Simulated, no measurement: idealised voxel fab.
Process module heading - voxel wiring stack
Section cut is 285 nm wide and gridded with 5 nm square cells.
Throughout this document, each cross-section is represented as a grid of square cells and is presented as a sequence of bands enumerated from the top downward, where a band comprises one or more rows of cells. Top, bottom (nm), then materials left to right with widths (nm); lone material tagged "edge to edge" fills the whole band edge to edge; "blank" = empty space. All heights in this document are referenced to 0, defined as the level beneath which the wafer, as received, consists entirely of one material. The lowest band is not bounded below; it extends indefinitely downward and is written in the form "0 and below". You'd read "30 to 40" like this: the band's top row of cells is as wide as the first number, its bottom row is as wide as the second, and going down, every row changes width by the same amount as the row before did. You'll sometimes find "left unchanged" written for a step, and that's the way of saying that nowhere in the cross-section did a cell change during that step. "Fully closed voids" enumerates empty spaces isolated from the top, with no open way to it, that contain at least 8 cells, giving each as width x height at distance from the left edge, all three in nm. Heads up: the bit after the settings on a step's line is the simulator's remark on that step. The setting "overlay nm" may be written on the line of a step. When the step uses a mask, the value reports how far to the right of the planned place the mask lay, and a negative value reports that it lay to the left.

Planned step list for the process
step 1: op RECEIVE | material Si
step 2: op CONFORMAL_DEP | material SiO2 | thk nm 15
step 3: op DIRECTIONAL_DEP | material TiN | thk nm 5
step 4: op DIRECTIONAL_DEP | material Ru | thk nm 15
step 5: op PATTERN | tone cover | mask id METAL_1 | material resist | width nm 25 | pitch nm 40 | thk nm 20 | overlay nm 0
step 6: op DIRECTIONAL_ETCH | etch materials Ru | depth nm 15
step 7: op DIRECTIONAL_ETCH | etch materials TiN | depth nm 5
step 8: op STRIP | etch materials resist
step 9: op CONFORMAL_DEP | material SiCN | thk nm 5
step 10: op FILL_DEP | material SiO2 | thk nm 10
step 11: op CMP | height nm 35
step 12: op CONFORMAL_DEP | material SiCN | thk nm 5
step 13: op DIRECTIONAL_DEP | material SiO2 | thk nm 15
step 14: op PATTERN | tone open | mask id METAL_2_HOLES | material resist | width nm 15 | pitch nm 40 | thk nm 20 | overlay nm 0
step 15: op DIRECTIONAL_ETCH | etch materials SiO2 | depth nm 25
step 16: op STRIP | etch materials resist
step 17: op DIRECTIONAL_DEP | material aC | thk nm 10
step 18: op PATTERN | tone open | mask id METAL_2 | material resist | width nm 25 | pitch nm 40 | thk nm 25 | overlay nm 0
step 19: op DIRECTIONAL_ETCH | etch materials aC | depth nm 10
step 20: op STRIP | etch materials resist
step 21: op DIRECTIONAL_ETCH | etch materials SiO2 | depth nm 15
step 22: op DIRECTIONAL_ETCH | etch materials SiCN | depth nm 5
step 23: op STRIP | etch materials aC
step 24: op CONFORMAL_DEP | material TiN | thk nm 5
step 25: op FILL_DEP | material Ru | thk nm 10
step 26: op CMP | height nm 65
step 27: op CONFORMAL_DEP | material SiN | thk nm 5
The plan's step 13 thk nm is the first wafer's value; the wafers differ in this setting and start identical.

First wafer as received, after step 1
- 0 and below: Si edge to edge
- Fully closed voids: none

The first of several wafers, seen in cross-section after the module's last step, step 27
- 70 down to 65: SiN edge to edge
- 65 down to 60: Ru edge to edge
- 60 down to 55: TiN 95 | Ru 15 | TiN 25 | Ru 15 | TiN 25 | Ru 15 | TiN 95
- 55 down to 40: SiO2 90 | TiN 5 | Ru 15 | TiN 5 | SiO2 15 | TiN 5 | Ru 15 | TiN 5 | SiO2 15 | TiN 5 | Ru 15 | TiN 5 | SiO2 90
- 40 down to 35: SiCN 90 | TiN 25 | SiCN 15 | TiN 25 | SiCN 15 | TiN 25 | SiCN 90
- 35 down to 20: SiO2 85 | SiCN 5 | Ru 25 | SiCN 5 | SiO2 5 | SiCN 5 | Ru 25 | SiCN 5 | SiO2 5 | SiCN 5 | Ru 25 | SiCN 5 | SiO2 85
- 20 down to 15: SiCN 90 | TiN 25 | SiCN 15 | TiN 25 | SiCN 15 | TiN 25 | SiCN 90
- 15 down to 0: SiO2 edge to edge
- 0 and below: Si edge to edge
- Fully closed voids: none

Cross-section at module completion, last wafer
- 70 down to 65: SiN edge to edge
- 65 down to 40: SiO2 90 | TiN 5 | Ru 5 | TiN 5 | SiO2 25 | TiN 5 | Ru 5 | TiN 5 | SiO2 25 | TiN 5 | Ru 5 | TiN 5 | SiO2 100
- 40 down to 35: SiCN 90 | TiN 15 | SiCN 25 | TiN 15 | SiCN 25 | TiN 15 | SiCN 100
- 35 down to 20: SiO2 85 | SiCN 5 | Ru 25 | SiCN 5 | SiO2 5 | SiCN 5 | Ru 25 | SiCN 5 | SiO2 5 | SiCN 5 | Ru 25 | SiCN 5 | SiO2 85
- 20 down to 15: SiCN 90 | TiN 25 | SiCN 15 | TiN 25 | SiCN 15 | TiN 25 | SiCN 90
- 15 down to 0: SiO2 edge to edge
- 0 and below: Si edge to edge
- Fully closed voids: none

Per wafer, end of module: cells gained (+) or lost (-) per material since receipt, then closed voids
thk nm 15; +138 Ru; +102 SiCN; +57 SiN; +405 SiO2; +96 TiN; Fully closed voids: none
thk nm 20; +78 Ru; +108 SiCN; +57 SiN; +453 SiO2; +102 TiN; Fully closed voids: none
thk nm 25; +72 Ru; +108 SiCN; +57 SiN; +501 SiO2; +60 TiN; Fully closed voids: none
thk nm 30; +66 Ru; +108 SiCN; +57 SiN; +507 SiO2; +60 TiN; Fully closed voids: none
thk nm 35; +60 Ru; +108 SiCN; +57 SiN; +513 SiO2; +60 TiN; Fully closed voids: none
thk nm 40; +60 Ru; +108 SiCN; +57 SiN; +519 SiO2; +54 TiN; Fully closed voids: none
